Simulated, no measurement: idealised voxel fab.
Module name: voxel wiring stack (process module)
We display cut, a cross-section 240 nm in width whose square cells are each 5 nm.
Just so we're on the same page, the cross-sections are grids of square cells, and they're listed out in bands top to bottom, each band one or more rows deep. Read a band's entry like this: the first values are the height of its top and the height of its bottom in nm, and what follows is the sequence of materials from left to right, each with its width in nm. Note that "empty" is empty space, and that a single material marked "full width" reaches across the band from edge to edge. Counting heights begins at 0, where everything beneath is, in the wafer as received, one material. The lowest band has no bottom; it goes on downwards, as "top 0, no bottom" shows. Graded width ("30..40"): value in top row of band = first number; value in bottom row = second number; row-to-row change constant. "remained unchanged" means the step left every cell of the cross-section as it was. Entry "Closed void catalog". Content: empty spaces with no open connection to the top, size 8 cells or greater. Each: width x height at distance. Distance: from left edge. Unit: nm. Heads up: the bit after the settings on a step's line is the simulator's remark on that step. A step's line can hold "overlay nm"; with a mask on that step, the setting says how far right of the planned place the mask lay, while a negative setting says it lay to the left.
**So here's the lineup of process steps we planned**
1 RECEIVE with material Si
2 CONFORMAL_DEP with material SiO2, thk nm 15
3 CONFORMAL_DEP with material SiN, thk nm 5
4 DIRECTIONAL_DEP with material SiO2, thk nm 15
5 PATTERN with tone open, mask id METAL_1, material resist, width nm 30, pitch nm 50, thk nm 20, overlay nm 0
6 DIRECTIONAL_ETCH with etch materials SiO2, depth nm 15
7 DIRECTIONAL_ETCH with etch materials SiN, depth nm 5
8 STRIP with etch materials resist
9 CONFORMAL_DEP with material TiN, thk nm 5
10 FILL_DEP with material Cu, thk nm 10
11 CMP with height nm 35
12 EPI with material Ru, thk nm 5
13 FILL_DEP with material SiCN, thk nm 5
14 DIRECTIONAL_DEP with material lowk, thk nm 25
15 DIRECTIONAL_DEP with material aC, thk nm 15
16 PATTERN with tone open, mask id METAL_2, material resist, width nm 30, pitch nm 50, thk nm 35, overlay nm -15
17 DIRECTIONAL_ETCH with etch materials aC, depth nm 15
18 STRIP with etch materials resist
19 DIRECTIONAL_ETCH with etch materials lowk, depth nm 15
20 STRIP with etch materials aC
21 PATTERN with tone open, mask id METAL_2_HOLES, material resist, width nm 15, thk nm 15, overlay nm 0
22 DIRECTIONAL_ETCH with etch materials lowk, depth nm 10
23 DIRECTIONAL_ETCH with etch materials SiCN, depth nm 5
24 STRIP with etch materials resist
25 CONFORMAL_DEP with material TiN, thk nm 5
26 FILL_DEP with material Ru, thk nm 10
27 CMP with height nm 70
28 CONFORMAL_DEP with material SiN, thk nm 5
Among the wafers covered here, the point of difference is the overlay nm at step 16; their starting state is shared, and the plan presents the value of the first wafer.
**Cross-section: the first of several wafers in its as-received state, i.e. following step 1**
* top 0, no bottom | Si full width
* Closed void catalog: none
**Below: a row per wafer. Contents at end of module: for every material, cells gained since receipt (+) or lost since receipt (-); then closed voids**
overlay nm -15, +24 Cu, +35 Ru, +77 SiCN, +84 SiN, +252 SiO2, +50 TiN, +198 lowk, Closed void catalog: none
overlay nm -10, +24 Cu, +35 Ru, +77 SiCN, +84 SiN, +252 SiO2, +50 TiN, +198 lowk, Closed void catalog: none
overlay nm -5, +24 Cu, +35 Ru, +77 SiCN, +84 SiN, +252 SiO2, +50 TiN, +198 lowk, Closed void catalog: none
overlay nm 0, +24 Cu, +35 Ru, +77 SiCN, +84 SiN, +252 SiO2, +50 TiN, +198 lowk, Closed void catalog: none
overlay nm 5, +24 Cu, +33 Ru, +78 SiCN, +84 SiN, +252 SiO2, +51 TiN, +198 lowk, Closed void catalog: none
overlay nm 10, +24 Cu, +34 Ru, +79 SiCN, +84 SiN, +252 SiO2, +49 TiN, +198 lowk, Closed void catalog: none
overlay nm 15, +24 Cu, +35 Ru, +80 SiCN, +84 SiN, +252 SiO2, +47 TiN, +198 lowk, Closed void catalog: none
